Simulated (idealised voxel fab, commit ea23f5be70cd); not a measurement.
A process module follows: voxel capacitor over wiring.
The cross-section shown here is cut; it is 295 nm wide and divided into square cells measuring 5 nm on a side.
Square cells in a grid make up a cross-section in this document, and the grid is given as bands, listed from the top down, each one or more rows of cells. Per band: top height and bottom height in nm, followed by the left-to-right materials and their widths in nm; "edge to edge" marks a single material spanning edge to edge, "air" marks empty space. Height datum 0, below which the as-received substrate wafer is one material. Lowest band open at the bottom, running downward: "0 nm and below". Quick explanation for "30 to 40": the width changes in equal steps down the rows of cells, from the first number in the band's top row to the second number in its bottom row. You'll sometimes find "changes: none" written for a step, and that's the way of saying that nowhere in the cross-section did a cell change during that step. Heads up: "Sealed internal voids" only lists the empty pockets with no open path to the top that are 8 cells or more, and it writes them as width x height at distance, distance from the left edge, in nm. Read whatever lies past the settings on a step's line as the simulator's own remark about the step. overlay nm: on a step with a mask, how far right of its planned place the mask lay; negative means left.

Steps planned for the process
1) RECEIVE (material Si)
2) CONFORMAL_DEP (material SiO2; thk nm 10)
3) CONFORMAL_DEP (material SiCN; thk nm 5)
4) DIRECTIONAL_DEP (material SiO2; thk nm 15)
5) DIRECTIONAL_DEP (material aC; thk nm 10)
6) PATTERN (tone open; mask id METAL_1; material resist; width nm 20; pitch nm 80; thk nm 25; overlay nm 0)
7) DIRECTIONAL_ETCH (etch materials aC; depth nm 10)
8) STRIP (etch materials resist)
9) DIRECTIONAL_ETCH (etch materials SiO2; depth nm 15)
10) DIRECTIONAL_ETCH (etch materials SiCN; depth nm 5)
11) STRIP (etch materials aC)
12) CONFORMAL_DEP (material TiN; thk nm 5)
13) FILL_DEP (material Cu; thk nm 10)
14) CMP (height nm 30)
15) CONFORMAL_DEP (material SiCN; thk nm 5)
16) DIRECTIONAL_DEP (material lowk; thk nm 15)
17) DIRECTIONAL_DEP (material aC; thk nm 10)
18) PATTERN (tone open; mask id PLUG_1; material resist; width nm 15; thk nm 30; overlay nm 0)
19) DIRECTIONAL_ETCH (etch materials aC; depth nm 10)
20) STRIP (etch materials resist)
21) DIRECTIONAL_ETCH (etch materials lowk; depth nm 15)
22) DIRECTIONAL_ETCH (etch materials SiCN; depth nm 5)
23) STRIP (etch materials aC)
24) CONFORMAL_DEP (material TiN; thk nm 5)
25) FILL_DEP (material Ru; thk nm 10)
26) CMP (height nm 50)
27) DIRECTIONAL_DEP (material TiN; thk nm 5)
28) DIRECTIONAL_DEP (material SiN; thk nm 5)
29) DIRECTIONAL_DEP (material TiN; thk nm 10)
30) PATTERN (tone cover; mask id UPPER_PLATE; material resist; width nm 65; thk nm 15; overlay nm 0)
31) DIRECTIONAL_ETCH (etch materials TiN; depth nm 10)
32) DIRECTIONAL_ETCH (etch materials SiN; depth nm 5)
33) STRIP (etch materials resist)
34) DIRECTIONAL_DEP (material aC; thk nm 10)
35) PATTERN (tone cover; mask id LOWER_PLATE; material resist; width nm 75; thk nm 25; overlay nm 0)
36) DIRECTIONAL_ETCH (etch materials aC; depth nm 10)
37) STRIP (etch materials resist)
38) DIRECTIONAL_ETCH (etch materials TiN; depth nm 5)
39) STRIP (etch materials aC)
40) FILL_DEP (material SiO2; thk nm 20)
41) CMP (height nm 85)
42) PATTERN (tone open; mask id PLUG_2; material resist; width nm 15; thk nm 15; overlay nm 0)
43) DIRECTIONAL_ETCH (etch materials SiO2; depth nm 15)
44) STRIP (etch materials resist)
45) CONFORMAL_DEP (material TiN; thk nm 5)
46) FILL_DEP (material Ru; thk nm 5)
47) CMP (height nm 85)
48) CONFORMAL_DEP (material SiN; thk nm 5)

Wafer cross-section on receipt, i.e. after step 1
    0 nm and below  Si edge to edge
    Sealed internal voids: none

First wafer at the end, as planned
    90 nm to 85 nm  SiN edge to edge
    85 nm to 75 nm  110 of SiO2, 5 of TiN, 5 of Ru, 5 of TiN, 170 of SiO2
    75 nm to 70 nm  110 of SiO2, 15 of TiN, 170 of SiO2
    70 nm to 60 nm  100 of SiO2, 65 of TiN, 130 of SiO2
    60 nm to 55 nm  100 of SiO2, 65 of SiN, 130 of SiO2
    55 nm to 50 nm  95 of SiO2, 75 of TiN, 125 of SiO2
    50 nm to 35 nm  100 of lowk, 5 of TiN, 5 of Ru, 5 of TiN, 180 of lowk
    35 nm to 30 nm  100 of SiCN, 15 of TiN, 180 of SiCN
    30 nm to 15 nm  95 of SiO2, 5 of TiN, 10 of Cu, 5 of TiN, 60 of SiO2, 5 of TiN, 10 of Cu, 5 of TiN, 100 of SiO2
    15 nm to 10 nm  95 of SiCN, 20 of TiN, 60 of SiCN, 20 of TiN, 100 of SiCN
    10 nm to 0 nm  SiO2 edge to edge
    0 nm and below  Si edge to edge
    Sealed internal voids: none

Second wafer cross-section at end of module - shared start and plan with the first, one mistake in the run
    90 nm to 85 nm  SiN edge to edge
    85 nm to 75 nm  110 of SiO2, 5 of TiN, 5 of Ru, 5 of TiN, 170 of SiO2
    75 nm to 70 nm  110 of SiO2, 15 of TiN, 170 of SiO2
    70 nm to 60 nm  100 of SiO2, 65 of TiN, 130 of SiO2
    60 nm to 55 nm  100 of SiO2, 65 of SiN, 130 of SiO2
    55 nm to 50 nm  95 of SiO2, 75 of TiN, 125 of SiO2
    50 nm to 35 nm  100 of lowk, 5 of TiN, 5 of Ru, 5 of TiN, 180 of lowk
    35 nm to 30 nm  100 of SiCN, 15 of TiN, 180 of SiCN
    30 nm to 15 nm  95 of SiO2, 5 of TiN, 10 of Cu, 5 of TiN, 60 of SiO2, 5 of TiN, 10 of Cu, 5 of TiN, 100 of SiO2
    15 nm to 10 nm  95 of SiCN, 20 of TiN, 60 of SiCN, 20 of TiN, 100 of SiCN
    10 nm to 0 nm  lowk edge to edge
    0 nm and below  Si edge to edge
    Sealed internal voids: none
It is concluded that the wafer was processed incorrectly with respect to the plan, in that so step 2 ended up running with a different setting than we planned, it ran as CONFORMAL_DEP (material lowk; thk nm 10)
Upon completion, the second wafer contains, in terms of cells, a greater or smaller amount of certain materials than the first wafer: SiO2: 118 fewer, lowk: 118 more
